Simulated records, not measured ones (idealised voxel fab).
The name of this process module is voxel quadruple lines.
The width of the displayed cross-section, cut, is 245 nm; its cells are square, with a size of 5 nm.
Notation: cross-section as square-cell grid; stated in bands, top first, going down; one or more cell rows per band.
Band: top height; bottom height; in nm. Then, left to right: material with width in nm, for each material. "edge to edge": a single material spanning edge to edge. "blank": empty space.
Note: height 0 marks the level under which the wafer is uniformly one material as received. Lowest band unbounded below, written "0 -> down".
Width "30 to 40": first value at the band's top row of cells, second value at its bottom row, equal change from row to row.
You'll sometimes find "nothing got changed" written for a step, and that's the way of saying that nowhere in the cross-section did a cell change during that step.
Look at "Completely enclosed voids" for the closed voids: empty spaces with no open path to the top, sized 8 cells or up. Each is width x height at distance, distance from the left edge, all nm.
On a step's line, text after the settings is the simulator commenting on that step.
overlay nm: right-of-plan distance of the mask on a masked step; negative values mean left-of-plan.
Everything after this point is organized in pairs: a cross-section before one process step, a cross-section after it that shows only as deep as the lowest changed band, and, under the pair, the intervening step with its settings. Because different runs of this module on the same starting wafer can supply different pairs, a pair continues from the pair above it only if its entry headed "Pre-step geometry" says so.

Pre-step geometry
> 35 -> 15 = blank: 25; SiN: 10; blank: 15; SiN: 10; blank: 25; SiN: 10; blank: 15; SiN: 10; blank: 5; SiN: 10; blank: 15; SiN: 10; blank: 25; SiN: 10; blank: 15; SiN: 10; blank: 25
> 15 -> 5 = W edge to edge
> 5 -> 0 = Al2O3 edge to edge
> 0 -> down = Si edge to edge
> Completely enclosed voids: none

Structure After Step
> 35 -> 15 = blank: 25; SiN: 10; blank: 15; SiN: 10; blank: 25; SiN: 10; blank: 15; SiN: 10; blank: 5; SiN: 10; blank: 15; SiN: 10; blank: 25; SiN: 10; blank: 15; SiN: 10; blank: 25
> 15 -> 5 = blank: 25; W: 10; blank: 15; W: 10; blank: 25; W: 10; blank: 15; W: 10; blank: 5; W: 10; blank: 15; W: 10; blank: 25; W: 10; blank: 15; W: 10; blank: 25
> Below 5, the layers are the same as they were.
> Completely enclosed voids: none
What was done to get from the upper cross-section to the lower one? DIRECTIONAL_ETCH with etch materials W, depth nm 10

Pre-step geometry: The pre-step condition corresponds to the post-step cross-section depicted in the pair directly above.

Structure After Step
> 15 -> 5 = blank: 25; W: 10; blank: 15; W: 10; blank: 25; W: 10; blank: 15; W: 10; blank: 5; W: 10; blank: 15; W: 10; blank: 25; W: 10; blank: 15; W: 10; blank: 25
> Below 5, the layers are the same as they were.
> Completely enclosed voids: none
What was done to get from the upper cross-section to the lower one? STRIP with etch materials SiN

Pre-step geometry
> 55 -> 35 = aC edge to edge
> 35 -> 15 = polySi edge to edge
> 15 -> 5 = W edge to edge
> 5 -> 0 = Al2O3 edge to edge
> 0 -> down = Si edge to edge
> Completely enclosed voids: none

Structure After Step
> 80 -> 55 = blank: 50; resist: 35; blank: 65; resist: 35; blank: 60
> Below 55, the layers are the same as they were.
> Completely enclosed voids: none
What was done to get from the upper cross-section to the lower one? PATTERN with tone cover, mask id MANDREL, material resist, width nm 35, pitch nm 100, thk nm 25, overlay nm -5

Pre-step geometry: The pre-step condition corresponds to the post-step cross-section depicted in the pair directly above.

Structure After Step
> 60 -> 55 = blank: 50; resist: 35; blank: 65; resist: 35; blank: 60
> 55 -> 35 = blank: 50; aC: 35; blank: 65; aC: 35; blank: 60
> Below 35, the layers are the same as they were.
> Completely enclosed voids: none
What was done to get from the upper cross-section to the lower one? DIRECTIONAL_ETCH with etch materials aC, depth nm 20

Pre-step geometry: The pre-step condition corresponds to the post-step cross-section depicted in the pair directly above.

Structure After Step
> 55 -> 35 = blank: 50; aC: 35; blank: 65; aC: 35; blank: 60
> Below 35, the layers are the same as they were.
> Completely enclosed voids: none
What was done to get from the upper cross-section to the lower one? STRIP with etch materials resist

Pre-step geometry: The pre-step condition corresponds to the post-step cross-section depicted in the pair directly above.

Structure After Step
> 70 -> 55 = blank: 35; SiO2: 65; blank: 35; SiO2: 65; blank: 45
> 55 -> 50 = blank: 35; SiO2: 15; aC: 35; SiO2: 15; blank: 35; SiO2: 15; aC: 35; SiO2: 15; blank: 45
> 50 -> 35 = SiO2: 50; aC: 35; SiO2: 65; aC: 35; SiO2: 60
> Below 35, the layers are the same as they were.
> Completely enclosed voids: none
What was done to get from the upper cross-section to the lower one? CONFORMAL_DEP with material SiO2, thk nm 15

Pre-step geometry: The pre-step condition corresponds to the post-step cross-section depicted in the pair directly above.

Structure After Step
> 55 -> 35 = blank: 35; SiO2: 15; aC: 35; SiO2: 15; blank: 35; SiO2: 15; aC: 35; SiO2: 15; blank: 45
> Below 35, the layers are the same as they were.
> Completely enclosed voids: none
What was done to get from the upper cross-section to the lower one? DIRECTIONAL_ETCH with etch materials SiO2, depth nm 15

Pre-step geometry: The pre-step condition corresponds to the post-step cross-section depicted in the pair directly above.

Structure After Step
> 55 -> 35 = blank: 35; SiO2: 15; blank: 35; SiO2: 15; blank: 35; SiO2: 15; blank: 35; SiO2: 15; blank: 45
> Below 35, the layers are the same as they were.
> Completely enclosed voids: none
What was done to get from the upper cross-section to the lower one? STRIP with etch materials aC

Pre-step geometry: The pre-step condition corresponds to the post-step cross-section depicted in the pair directly above.

Structure After Step
> 55 -> 35 = blank: 35; SiO2: 15; blank: 35; SiO2: 15; blank: 35; SiO2: 15; blank: 35; SiO2: 15; blank: 45
> 35 -> 15 = blank: 35; polySi: 15; blank: 35; polySi: 15; blank: 35; polySi: 15; blank: 35; polySi: 15; blank: 45
> Below 15, the layers are the same as they were.
> Completely enclosed voids: none
What was done to get from the upper cross-section to the lower one? DIRECTIONAL_ETCH with etch materials polySi, depth nm 20

Pre-step geometry: The pre-step condition corresponds to the post-step cross-section depicted in the pair directly above.

Structure After Step
> 35 -> 15 = blank: 35; polySi: 15; blank: 35; polySi: 15; blank: 35; polySi: 15; blank: 35; polySi: 15; blank: 45
> Below 15, the layers are the same as they were.
> Completely enclosed voids: none
What was done to get from the upper cross-section to the lower one? STRIP with etch materials SiO2

Pre-step geometry: The pre-step condition corresponds to the post-step cross-section depicted in the pair directly above.

Structure After Step
> 45 -> 35 = blank: 25; SiN: 35; blank: 15; SiN: 35; blank: 15; SiN: 35; blank: 15; SiN: 35; blank: 35
> 35 -> 25 = blank: 25; SiN: 10; polySi: 15; SiN: 10; blank: 15; SiN: 10; polySi: 15; SiN: 10; blank: 15; SiN: 10; polySi: 15; SiN: 10; blank: 15; SiN: 10; polySi: 15; SiN: 10; blank: 35
> 25 -> 15 = SiN: 35; polySi: 15; SiN: 35; polySi: 15; SiN: 35; polySi: 15; SiN: 35; polySi: 15; SiN: 45
> Below 15, the layers are the same as they were.
> Completely enclosed voids: none
What was done to get from the upper cross-section to the lower one? CONFORMAL_DEP with material SiN, thk nm 10

Pre-step geometry: The pre-step condition corresponds to the post-step cross-section depicted in the pair directly above.

Structure After Step
> 35 -> 15 = blank: 25; SiN: 10; polySi: 15; SiN: 10; blank: 15; SiN: 10; polySi: 15; SiN: 10; blank: 15; SiN: 10; polySi: 15; SiN: 10; blank: 15; SiN: 10; polySi: 15; SiN: 10; blank: 35
> Below 15, the layers are the same as they were.
> Completely enclosed voids: none
What was done to get from the upper cross-section to the lower one? DIRECTIONAL_ETCH with etch materials SiN, depth nm 10

Pre-step geometry: The pre-step condition corresponds to the post-step cross-section depicted in the pair directly above.

Structure After Step
> 35 -> 15 = blank: 25; SiN: 10; blank: 15; SiN: 10; blank: 15; SiN: 10; blank: 15; SiN: 10; blank: 15; SiN: 10; blank: 15; SiN: 10; blank: 15; SiN: 10; blank: 15; SiN: 10; blank: 35
> Below 15, the layers are the same as they were.
> Completely enclosed voids: none
What was done to get from the upper cross-section to the lower one? STRIP with etch materials polySi

Pre-step geometry: The pre-step condition corresponds to the post-step cross-section depicted in the pair directly above.

Structure After Step
> 35 -> 15 = blank: 25; SiN: 10; blank: 15; SiN: 10; blank: 15; SiN: 10; blank: 15; SiN: 10; blank: 15; SiN: 10; blank: 15; SiN: 10; blank: 15; SiN: 10; blank: 15; SiN: 10; blank: 35
> 15 -> 5 = blank: 25; W: 10; blank: 15; W: 10; blank: 15; W: 10; blank: 15; W: 10; blank: 15; W: 10; blank: 15; W: 10; blank: 15; W: 10; blank: 15; W: 10; blank: 35
> Below 5, the layers are the same as they were.
> Completely enclosed voids: none
What was done to get from the upper cross-section to the lower one? DIRECTIONAL_ETCH with etch materials W, depth nm 10

Pre-step geometry: The pre-step condition corresponds to the post-step cross-section depicted in the pair directly above.

Structure After Step
> 15 -> 5 = blank: 25; W: 10; blank: 15; W: 10; blank: 15; W: 10; blank: 15; W: 10; blank: 15; W: 10; blank: 15; W: 10; blank: 15; W: 10; blank: 15; W: 10; blank: 35
> Below 5, the layers are the same as they were.
> Completely enclosed voids: none
What was done to get from the upper cross-section to the lower one? STRIP with etch materials SiN

Pre-step geometry
> 0 -> down = Si edge to edge
> Completely enclosed voids: none

Structure After Step
> 5 -> 0 = polySi edge to edge
> Below 0, the layers are the same as they were.
> Completely enclosed voids: none
What was done to get from the upper cross-section to the lower one? CONFORMAL_DEP with material polySi, thk nm 5

Pre-step geometry: The pre-step condition corresponds to the post-step cross-section depicted in the pair directly above.

Structure After Step
> 15 -> 5 = W edge to edge
> Below 5, the layers are the same as they were.
> Completely enclosed voids: none
What was done to get from the upper cross-section to the lower one? DIRECTIONAL_DEP with material W, thk nm 10

Pre-step geometry: The pre-step condition corresponds to the post-step cross-section depicted in the pair directly above.

Structure After Step
> 35 -> 15 = polySi edge to edge
> Below 15, the layers are the same as they were.
> Completely enclosed voids: none
What was done to get from the upper cross-section to the lower one? DIRECTIONAL_DEP with material polySi, thk nm 20

Pre-step geometry: The pre-step condition corresponds to the post-step cross-section depicted in the pair directly above.

Structure After Step
> 55 -> 35 = aC edge to edge
> Below 35, the layers are the same as they were.
> Completely enclosed voids: none
What was done to get from the upper cross-section to the lower one? DIRECTIONAL_DEP with material aC, thk nm 20

Pre-step geometry: The pre-step condition corresponds to the post-step cross-section depicted in the pair directly above.

Structure After Step
> 80 -> 55 = blank: 55; resist: 35; blank: 65; resist: 35; blank: 55
> Below 55, the layers are the same as they were.
> Completely enclosed voids: none
What was done to get from the upper cross-section to the lower one? PATTERN with tone cover, mask id MANDREL, material resist, width nm 35, pitch nm 100, thk nm 25, overlay nm 0

Pre-step geometry: The pre-step condition corresponds to the post-step cross-section depicted in the pair directly above.

Structure After Step
> 60 -> 55 = blank: 55; resist: 35; blank: 65; resist: 35; blank: 55
> 55 -> 35 = blank: 55; aC: 35; blank: 65; aC: 35; blank: 55
> Below 35, the layers are the same as they were.
> Completely enclosed voids: none
What was done to get from the upper cross-section to the lower one? DIRECTIONAL_ETCH with etch materials aC, depth nm 20

Pre-step geometry: The pre-step condition corresponds to the post-step cross-section depicted in the pair directly above.

Structure After Step
> 55 -> 35 = blank: 55; aC: 35; blank: 65; aC: 35; blank: 55
> Below 35, the layers are the same as they were.
> Completely enclosed voids: none
What was done to get from the upper cross-section to the lower one? STRIP with etch materials resist

Pre-step geometry: The pre-step condition corresponds to the post-step cross-section depicted in the pair directly above.

Structure After Step
> 70 -> 55 = blank: 40; SiO2: 65; blank: 35; SiO2: 65; blank: 40
> 55 -> 50 = blank: 40; SiO2: 15; aC: 35; SiO2: 15; blank: 35; SiO2: 15; aC: 35; SiO2: 15; blank: 40
> 50 -> 35 = SiO2: 55; aC: 35; SiO2: 65; aC: 35; SiO2: 55
> Below 35, the layers are the same as they were.
> Completely enclosed voids: none
What was done to get from the upper cross-section to the lower one? CONFORMAL_DEP with material SiO2, thk nm 15

Pre-step geometry: The pre-step condition corresponds to the post-step cross-section depicted in the pair directly above.

Structure After Step
> 55 -> 35 = blank: 40; SiO2: 15; aC: 35; SiO2: 15; blank: 35; SiO2: 15; aC: 35; SiO2: 15; blank: 40
> Below 35, the layers are the same as they were.
> Completely enclosed voids: none
What was done to get from the upper cross-section to the lower one? DIRECTIONAL_ETCH with etch materials SiO2, depth nm 15

Pre-step geometry: The pre-step condition corresponds to the post-step cross-section depicted in the pair directly above.

Structure After Step
> 55 -> 35 = blank: 40; SiO2: 15; blank: 35; SiO2: 15; blank: 35; SiO2: 15; blank: 35; SiO2: 15; blank: 40
> Below 35, the layers are the same as they were.
> Completely enclosed voids: none
What was done to get from the upper cross-section to the lower one? STRIP with etch materials aC

Pre-step geometry: The pre-step condition corresponds to the post-step cross-section depicted in the pair directly above.

Structure After Step
> 55 -> 35 = blank: 40; SiO2: 15; blank: 35; SiO2: 15; blank: 35; SiO2: 15; blank: 35; SiO2: 15; blank: 40
> 35 -> 15 = blank: 40; polySi: 15; blank: 35; polySi: 15; blank: 35; polySi: 15; blank: 35; polySi: 15; blank: 40
> Below 15, the layers are the same as they were.
> Completely enclosed voids: none
What was done to get from the upper cross-section to the lower one? DIRECTIONAL_ETCH with etch materials polySi, depth nm 20

Pre-step geometry: The pre-step condition corresponds to the post-step cross-section depicted in the pair directly above.

Structure After Step
> 35 -> 15 = blank: 40; polySi: 15; blank: 35; polySi: 15; blank: 35; polySi: 15; blank: 35; polySi: 15; blank: 40
> Below 15, the layers are the same as they were.
> Completely enclosed voids: none
What was done to get from the upper cross-section to the lower one? STRIP with etch materials SiO2

Pre-step geometry: The pre-step condition corresponds to the post-step cross-section depicted in the pair directly above.

Structure After Step
> 45 -> 35 = blank: 30; SiN: 35; blank: 15; SiN: 35; blank: 15; SiN: 35; blank: 15; SiN: 35; blank: 30
> 35 -> 25 = blank: 30; SiN: 10; polySi: 15; SiN: 10; blank: 15; SiN: 10; polySi: 15; SiN: 10; blank: 15; SiN: 10; polySi: 15; SiN: 10; blank: 15; SiN: 10; polySi: 15; SiN: 10; blank: 30
> 25 -> 15 = SiN: 40; polySi: 15; SiN: 35; polySi: 15; SiN: 35; polySi: 15; SiN: 35; polySi: 15; SiN: 40
> Below 15, the layers are the same as they were.
> Completely enclosed voids: none
What was done to get from the upper cross-section to the lower one? CONFORMAL_DEP with material SiN, thk nm 10

Pre-step geometry: The pre-step condition corresponds to the post-step cross-section depicted in the pair directly above.

Structure After Step
> 35 -> 15 = blank: 30; SiN: 10; polySi: 15; SiN: 10; blank: 15; SiN: 10; polySi: 15; SiN: 10; blank: 15; SiN: 10; polySi: 15; SiN: 10; blank: 15; SiN: 10; polySi: 15; SiN: 10; blank: 30
> Below 15, the layers are the same as they were.
> Completely enclosed voids: none
What was done to get from the upper cross-section to the lower one? DIRECTIONAL_ETCH with etch materials SiN, depth nm 10

Pre-step geometry: The pre-step condition corresponds to the post-step cross-section depicted in the pair directly above.

Structure After Step
> 35 -> 15 = blank: 30; SiN: 10; blank: 15; SiN: 10; blank: 15; SiN: 10; blank: 15; SiN: 10; blank: 15; SiN: 10; blank: 15; SiN: 10; blank: 15; SiN: 10; blank: 15; SiN: 10; blank: 30
> Below 15, the layers are the same as they were.
> Completely enclosed voids: none
What was done to get from the upper cross-section to the lower one? STRIP with etch materials polySi

Pre-step geometry: The pre-step condition corresponds to the post-step cross-section depicted in the pair directly above.

Structure After Step
> 35 -> 15 = blank: 30; SiN: 10; blank: 15; SiN: 10; blank: 15; SiN: 10; blank: 15; SiN: 10; blank: 15; SiN: 10; blank: 15; SiN: 10; blank: 15; SiN: 10; blank: 15; SiN: 10; blank: 30
> 15 -> 5 = blank: 30; W: 10; blank: 15; W: 10; blank: 15; W: 10; blank: 15; W: 10; blank: 15; W: 10; blank: 15; W: 10; blank: 15; W: 10; blank: 15; W: 10; blank: 30
> Below 5, the layers are the same as they were.
> Completely enclosed voids: none
What was done to get from the upper cross-section to the lower one? DIRECTIONAL_ETCH with etch materials W, depth nm 10

Pre-step geometry: The pre-step condition corresponds to the post-step cross-section depicted in the pair directly above.

Structure After Step
> 15 -> 5 = blank: 30; W: 10; blank: 15; W: 10; blank: 15; W: 10; blank: 15; W: 10; blank: 15; W: 10; blank: 15; W: 10; blank: 15; W: 10; blank: 15; W: 10; blank: 30
> Below 5, the layers are the same as they were.
> Completely enclosed voids: none
What was done to get from the upper cross-section to the lower one? STRIP with etch materials SiN

Pre-step geometry
> 55 -> 35 = aC edge to edge
> 35 -> 15 = polySi edge to edge
> 15 -> 5 = W edge to edge
> 5 -> 0 = Al2O3 edge to edge
> 0 -> down = Si edge to edge
> Completely enclosed voids: none

Structure After Step
> 80 -> 55 = resist: 55; blank: 35; resist: 65; blank: 35; resist: 55
> Below 55, the layers are the same as they were.
> Completely enclosed voids: none
What was done to get from the upper cross-section to the lower one? PATTERN with tone open, mask id MANDREL, material resist, width nm 35, pitch nm 100, thk nm 25, overlay nm 0

Pre-step geometry: The pre-step condition corresponds to the post-step cross-section depicted in the pair directly above.

Structure After Step
> 60 -> 55 = resist: 55; blank: 35; resist: 65; blank: 35; resist: 55
> 55 -> 35 = aC: 55; blank: 35; aC: 65; blank: 35; aC: 55
> Below 35, the layers are the same as they were.
> Completely enclosed voids: none
What was done to get from the upper cross-section to the lower one? DIRECTIONAL_ETCH with etch materials aC, depth nm 20

Pre-step geometry: The pre-step condition corresponds to the post-step cross-section depicted in the pair directly above.

Structure After Step
> 55 -> 35 = aC: 55; blank: 35; aC: 65; blank: 35; aC: 55
> Below 35, the layers are the same as they were.
> Completely enclosed voids: none
What was done to get from the upper cross-section to the lower one? STRIP with etch materials resist

Pre-step geometry: The pre-step condition corresponds to the post-step cross-section depicted in the pair directly above.

Structure After Step
> 70 -> 55 = SiO2: 70; blank: 5; SiO2: 95; blank: 5; SiO2: 70
> 55 -> 50 = aC: 55; SiO2: 15; blank: 5; SiO2: 15; aC: 65; SiO2: 15; blank: 5; SiO2: 15; aC: 55
> 50 -> 35 = aC: 55; SiO2: 35; aC: 65; SiO2: 35; aC: 55
> Below 35, the layers are the same as they were.
> Completely enclosed voids: none
What was done to get from the upper cross-section to the lower one? CONFORMAL_DEP with material SiO2, thk nm 15

Pre-step geometry: The pre-step condition corresponds to the post-step cross-section depicted in the pair directly above.

Structure After Step
> 55 -> 35 = aC: 55; SiO2: 15; blank: 5; SiO2: 15; aC: 65; SiO2: 15; blank: 5; SiO2: 15; aC: 55
> Below 35, the layers are the same as they were.
> Completely enclosed voids: none
What was done to get from the upper cross-section to the lower one? DIRECTIONAL_ETCH with etch materials SiO2, depth nm 15

Pre-step geometry: The pre-step condition corresponds to the post-step cross-section depicted in the pair directly above.

Structure After Step
> 55 -> 35 = blank: 55; SiO2: 15; blank: 5; SiO2: 15; blank: 65; SiO2: 15; blank: 5; SiO2: 15; blank: 55
> Below 35, the layers are the same as they were.
> Completely enclosed voids: none
What was done to get from the upper cross-section to the lower one? STRIP with etch materials aC

Pre-step geometry: The pre-step condition corresponds to the post-step cross-section depicted in the pair directly above.

Structure After Step
> 55 -> 35 = blank: 55; SiO2: 15; blank: 5; SiO2: 15; blank: 65; SiO2: 15; blank: 5; SiO2: 15; blank: 55
> 35 -> 15 = blank: 55; polySi: 15; blank: 5; polySi: 15; blank: 65; polySi: 15; blank: 5; polySi: 15; blank: 55
> Below 15, the layers are the same as they were.
> Completely enclosed voids: none
What was done to get from the upper cross-section to the lower one? DIRECTIONAL_ETCH with etch materials polySi, depth nm 20

Pre-step geometry: The pre-step condition corresponds to the post-step cross-section depicted in the pair directly above.

Structure After Step
> 35 -> 15 = blank: 55; polySi: 15; blank: 5; polySi: 15; blank: 65; polySi: 15; blank: 5; polySi: 15; blank: 55
> Below 15, the layers are the same as they were.
> Completely enclosed voids: none
What was done to get from the upper cross-section to the lower one? STRIP with etch materials SiO2

Pre-step geometry: The pre-step condition corresponds to the post-step cross-section depicted in the pair directly above.

Structure After Step
> 45 -> 35 = blank: 45; SiN: 55; blank: 45; SiN: 55; blank: 45
> 35 -> 25 = blank: 45; SiN: 10; polySi: 15; SiN: 5; polySi: 15; SiN: 10; blank: 45; SiN: 10; polySi: 15; SiN: 5; polySi: 15; SiN: 10; blank: 45
> 25 -> 15 = SiN: 55; polySi: 15; SiN: 5; polySi: 15; SiN: 65; polySi: 15; SiN: 5; polySi: 15; SiN: 55
> Below 15, the layers are the same as they were.
> Completely enclosed voids: none
What was done to get from the upper cross-section to the lower one? CONFORMAL_DEP with material SiN, thk nm 10

Pre-step geometry: The pre-step condition corresponds to the post-step cross-section depicted in the pair directly above.

Structure After Step
> 35 -> 15 = blank: 45; SiN: 10; polySi: 15; SiN: 5; polySi: 15; SiN: 10; blank: 45; SiN: 10; polySi: 15; SiN: 5; polySi: 15; SiN: 10; blank: 45
> Below 15, the layers are the same as they were.
> Completely enclosed voids: none
What was done to get from the upper cross-section to the lower one? DIRECTIONAL_ETCH with etch materials SiN, depth nm 10

Pre-step geometry: The pre-step condition corresponds to the post-step cross-section depicted in the pair directly above.

Structure After Step
> 35 -> 15 = blank: 45; SiN: 10; blank: 15; SiN: 5; blank: 15; SiN: 10; blank: 45; SiN: 10; blank: 15; SiN: 5; blank: 15; SiN: 10; blank: 45
> Below 15, the layers are the same as they were.
> Completely enclosed voids: none
What was done to get from the upper cross-section to the lower one? STRIP with etch materials polySi

Pre-step geometry: The pre-step condition corresponds to the post-step cross-section depicted in the pair directly above.

Structure After Step
> 35 -> 15 = blank: 45; SiN: 10; blank: 15; SiN: 5; blank: 15; SiN: 10; blank: 45; SiN: 10; blank: 15; SiN: 5; blank: 15; SiN: 10; blank: 45
> 15 -> 5 = blank: 45; W: 10; blank: 15; W: 5; blank: 15; W: 10; blank: 45; W: 10; blank: 15; W: 5; blank: 15; W: 10; blank: 45
> Below 5, the layers are the same as they were.
> Completely enclosed voids: none
What was done to get from the upper cross-section to the lower one? DIRECTIONAL_ETCH with etch materials W, depth nm 10

Pre-step geometry: The pre-step condition corresponds to the post-step cross-section depicted in the pair directly above.

Structure After Step
> 15 -> 5 = blank: 45; W: 10; blank: 15; W: 5; blank: 15; W: 10; blank: 45; W: 10; blank: 15; W: 5; blank: 15; W: 10; blank: 45
> Below 5, the layers are the same as they were.
> Completely enclosed voids: none
What was done to get from the upper cross-section to the lower one? STRIP with etch materials SiN
